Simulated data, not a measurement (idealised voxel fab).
Process module heading - voxel fin reveal
In the cross-section labelled cut, the width is 270 nm and each square cell is 5 nm.
How to read a cross-section here: the picture is a grid of square cells, written as bands going from the top down, and any band can span one or more rows of cells.
This entry defines a band. It first specifies the height of the band's top and the height of its bottom in nm, and then specifies the band's materials from left to right, stating each material with its width in nm. The word "edge to edge" identifies a single material that fills the band from edge to edge, while the word "empty" identifies empty space.
Note: height 0 marks the level under which the wafer is uniformly one material as received. Lowest band unbounded below, written "0 -> down".
The notation "30..40" denotes a width that varies across the rows of cells in the band, beginning at the first number in the top row, finishing at the second number in the bottom row, and changing by an identical amount from each row to the next.
Where the words "nothing changed" appear for a step, the cross-section shows no cell changed by that step; every cell remained as before.
Any empty space of 8 cells or more lacking an open way to the top shows up in "Encapsulated voids" as width x height at distance, distance from the left edge, in nm.
Step line, after settings: the simulator's comment on this step.
You can add "overlay nm" to a step's line. For a step with a mask, it describes how far the mask lay to the right of its planned position, and a negative number describes a lay to the left.
## This section lists the process steps that were planned
1) RECEIVE,material Si
2) CONFORMAL_DEP,material SiN,thk nm 5
3) MASKED_ETCH,tone cover,mask id FINS,width nm 15,pitch nm 40,etch materials SiN,depth nm 5,overlay nm 0
4) MASKED_ETCH,tone cover,mask id FINS,width nm 15,pitch nm 40,etch materials Si,depth nm 40,overlay nm -15
5) OXIDIZE,depth nm 5
6) FILL_DEP,material SiO2,thk nm 10
7) CMP,height nm 5
8) SELECTIVE_ETCH,etch materials SiO2,depth nm 20
9) STRIP,etch materials SiN
10) CONFORMAL_DEP,material HfO2,thk nm 5
Don't read the plan's overlay nm for step 4 as applying to every wafer: that's the first wafer's value, and the wafers differ in it, though they all start identical.
## The first of several wafers as received, shown in cross-section; this is its state after step 1
- 0 -> down  Si edge to edge
- Encapsulated voids: none
## Depicted here is the first of several wafers in cross-section, at module completion following the last step, step 10
- 5 -> 0  85 of empty / 15 of HfO2 / 25 of empty / 15 of HfO2 / 25 of empty / 15 of HfO2 / 90 of empty
- 0 -> -10  70 of empty / 20..5 of HfO2 / 5..20 of Si / 5 of HfO2 / 10 of empty / 20..5 of HfO2 / 5..20 of Si / 5 of HfO2 / 10 of empty / 20..5 of HfO2 / 5..20 of Si / 5 of HfO2 / 90 of empty
- -10 -> -15  75 of HfO2 / 20 of Si / 20 of HfO2 / 20 of Si / 20 of HfO2 / 20 of Si / 95 of HfO2
- -15 -> -45  75 of SiO2 / 20 of Si / 20 of SiO2 / 20 of Si / 20 of SiO2 / 20 of Si / 95 of SiO2
- -45 -> down  Si edge to edge
- Encapsulated voids: none
## Cross-section, last wafer, module completion
- 5 -> 0  85 of empty / 15 of HfO2 / 25 of empty / 15 of HfO2 / 25 of empty / 15 of HfO2 / 90 of empty
- 0 -> -10  85 of empty / 5 of HfO2 / 5..20 of Si / 20..5 of HfO2 / 10 of empty / 5 of HfO2 / 5..20 of Si / 20..5 of HfO2 / 10 of empty / 5 of HfO2 / 5..20 of Si / 20..5 of HfO2 / 75 of empty
- -10 -> -15  90 of HfO2 / 20 of Si / 20 of HfO2 / 20 of Si / 20 of HfO2 / 20 of Si / 80 of HfO2
- -15 -> -45  90 of SiO2 / 20 of Si / 20 of SiO2 / 20 of Si / 20 of SiO2 / 20 of Si / 80 of SiO2
- -45 -> down  Si edge to edge
- Encapsulated voids: none
## Rows = wafers. At module end, each row lists per material the cells gained (+) or lost (-) since the wafer was received, then the closed voids
overlay nm -15; +72 HfO2; -387 Si; +252 SiO2; Encapsulated voids: none
overlay nm -10; +72 HfO2; -411 Si; +270 SiO2; Encapsulated voids: none
overlay nm -5; +72 HfO2; -435 Si; +288 SiO2; Encapsulated voids: none
overlay nm 0; +72 HfO2; -459 Si; +306 SiO2; Encapsulated voids: none
overlay nm 5; +72 HfO2; -435 Si; +288 SiO2; Encapsulated voids: none
overlay nm 10; +72 HfO2; -411 Si; +270 SiO2; Encapsulated voids: none
overlay nm 15; +72 HfO2; -387 Si; +252 SiO2; Encapsulated voids: none
